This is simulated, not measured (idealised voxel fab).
The name of this process module is voxel ribs on slabs.
Displayed cross-section: cut, width of 175 nm, square cells sized 5 nm.
This document writes a cross-section as a grid whose cells are square, and gives it as bands, listed from the top down; one or more rows of cells form a band. Look at the band entry: it leads with the top's height and the bottom's height in nm. Then it lists the materials left to right, with a width in nm for each. The word "throughout" on a single material says that material fills the band edge to edge. The word "empty" is empty space. The level at which height equals 0 is the one under which the wafer, as it arrives, is entirely one material. No lower edge exists for the bottom band, which continues downward and is notated as in "0 and below". A two-number width, for instance "30..40", indicates that the width is equal to the first number in the top row of the band and to the second number in the bottom row, and that it changes by a constant amount per row of cells. Reading "left unchanged" for a step: not a cell of the cross-section changed in it. "Enclosed void entries" enumerates empty spaces isolated from the top, with no open way to it, that contain at least 8 cells, giving each as width x height at distance from the left edge, all three in nm. Post-settings text on a step line: simulator's own remark regarding the step. A step's line can hold "overlay nm"; with a mask on that step, the setting says how far right of the planned place the mask lay, while a negative setting says it lay to the left.
The planned process steps are enumerated hereunder
| 1 | RECEIVE [material Si] |
| 2 | DIRECTIONAL_DEP [material SiO2] [thk nm 25] |
| 3 | DIRECTIONAL_DEP [material SiN] [thk nm 25] |
| 4 | DIRECTIONAL_DEP [material aC] [thk nm 10] |
| 5 | PATTERN [tone cover] [mask id RIB] [material resist] [width nm 25] [thk nm 25] [overlay nm 0] |
| 6 | DIRECTIONAL_ETCH [etch materials aC] [depth nm 10] |
| 7 | STRIP [etch materials resist] |
| 8 | DIRECTIONAL_ETCH [etch materials SiN] [depth nm 20] |
| 9 | STRIP [etch materials aC] |
| 10 | PATTERN [tone cover] [mask id SLAB] [material resist] [width nm 65] [thk nm 20] [overlay nm 0] |
| 11 | DIRECTIONAL_ETCH [etch materials SiN] [depth nm 5] |
| 12 | STRIP [etch materials resist] |
| 13 | FILL_DEP [material SiO2] [thk nm 25] |
| 14 | CMP [height nm 65] |
| 15 | DIRECTIONAL_DEP [material TiN] [thk nm 5] |
| 16 | PATTERN [tone cover] [mask id HEATER] [material resist] [width nm 35] [thk nm 15] [overlay nm 0] |
| 17 | DIRECTIONAL_ETCH [etch materials TiN] [depth nm 5] |
| 18 | STRIP [etch materials resist] |
| 19 | CONFORMAL_DEP [material SiN] [thk nm 5] |
This is the cross-section of the wafer as we received it, i.e. after step 1
- 0 and below = Si throughout
- Enclosed void entries: none
First of two wafers, end-of-module section, run followed plan
- 75 down to 70 = empty: 65; SiN: 45; empty: 65
- 70 down to 65 = SiN: 70; TiN: 35; SiN: 70
- 65 down to 50 = SiO2 throughout
- 50 down to 30 = SiO2: 75; SiN: 25; SiO2: 75
- 30 down to 25 = SiO2: 55; SiN: 65; SiO2: 55
- 25 down to 0 = SiO2 throughout
- 0 and below = Si throughout
- Enclosed void entries: none
End-of-module cross-section of the second wafer: identical starting point and process plan to the first, with one processing mistake
- 75 down to 70 = empty: 65; SiN: 45; empty: 65
- 70 down to 65 = SiN: 70; TiN: 35; SiN: 70
- 65 down to 55 = SiO2: 75; SiN: 25; SiO2: 75
- 55 down to 50 = SiO2: 55; SiN: 65; SiO2: 55
- 50 down to 0 = SiO2 throughout
- 0 and below = Si throughout
- Enclosed void entries: none
What broke from the plan during processing? execution of plan step 2 occurred twice
Wafer comparison, final, in cells, second relative to first, materials more or fewer: SiN -10; SiO2 +10
